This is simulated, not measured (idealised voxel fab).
Presented below is a process module, voxel spacer lines.
The cross-section shown here is cut; it is 185 nm wide and divided into square cells measuring 5 nm on a side.
Cross-section spec: square-cell grid; bands listed top down; each band is one or more rows.
The entry gives the band's vertical extent as a top height and a bottom height in nm, then its horizontal make-up as materials from left to right, each with a width in nm. "air" stands for empty space; a single material marked "edge to edge" fills the band edge to edge.
It should be noted that heights are counted from 0, beneath which the wafer as supplied is of one material throughout, and that the lowest band possesses no lower boundary but continues downward, as written in "0 nm and below".
A two-number width, for instance "30 to 40", indicates that the width is equal to the first number in the top row of the band and to the second number in the bottom row, and that it changes by a constant amount per row of cells.
"nothing changed" means the step left every cell of the cross-section as it was.
Each empty space that has no open way to the top and spans at least 8 cells appears under "Fully sealed voids" as width x height at distance, the distance counted from the left edge, all in nm.
Heads up: the bit after the settings on a step's line is the simulator's remark on that step.
The "overlay nm" setting may appear on a step's line; for a step that uses a mask, it gives how far to the right of its planned position the mask lay, and a negative value indicates the left.
## Planned step list for the process
1. RECEIVE [material Si]
2. CONFORMAL_DEP [material Al2O3] [thk nm 10]
3. DIRECTIONAL_DEP [material W] [thk nm 10]
4. DIRECTIONAL_DEP [material polySi] [thk nm 25]
5. PATTERN [tone cover] [mask id MANDREL] [material resist] [width nm 15] [pitch nm 50] [thk nm 30] [overlay nm 0]
6. DIRECTIONAL_ETCH [etch materials polySi] [depth nm 25]
7. STRIP [etch materials resist]
8. CONFORMAL_DEP [material SiO2] [thk nm 10]
9. DIRECTIONAL_ETCH [etch materials SiO2] [depth nm 10]
10. STRIP [etch materials polySi]
11. DIRECTIONAL_ETCH [etch materials W] [depth nm 10]
12. STRIP [etch materials SiO2]
13. FILL_DEP [material lowk] [thk nm 10]
14. CMP [height nm 20]
## Cross-sectional view of the wafer in its as-received condition, corresponding to the state after step 1
0 nm and below  Si edge to edge
Fully sealed voids: none
## Starting structure and process plan are as shown above, but one mistake was made in running the module; the wafer cross-section at the end of the module follows
20 nm to 10 nm  60 of lowk / 10 of W / 15 of lowk / 10 of W / 15 of lowk / 10 of W / 15 of lowk / 10 of W / 40 of lowk
10 nm to 0 nm  Al2O3 edge to edge
0 nm and below  Si edge to edge
Fully sealed voids: none
Run error: step 5 deviated from plan and actually ran as PATTERN [tone cover] [mask id MANDREL] [material resist] [width nm 15] [pitch nm 50] [thk nm 30] [overlay nm 10]
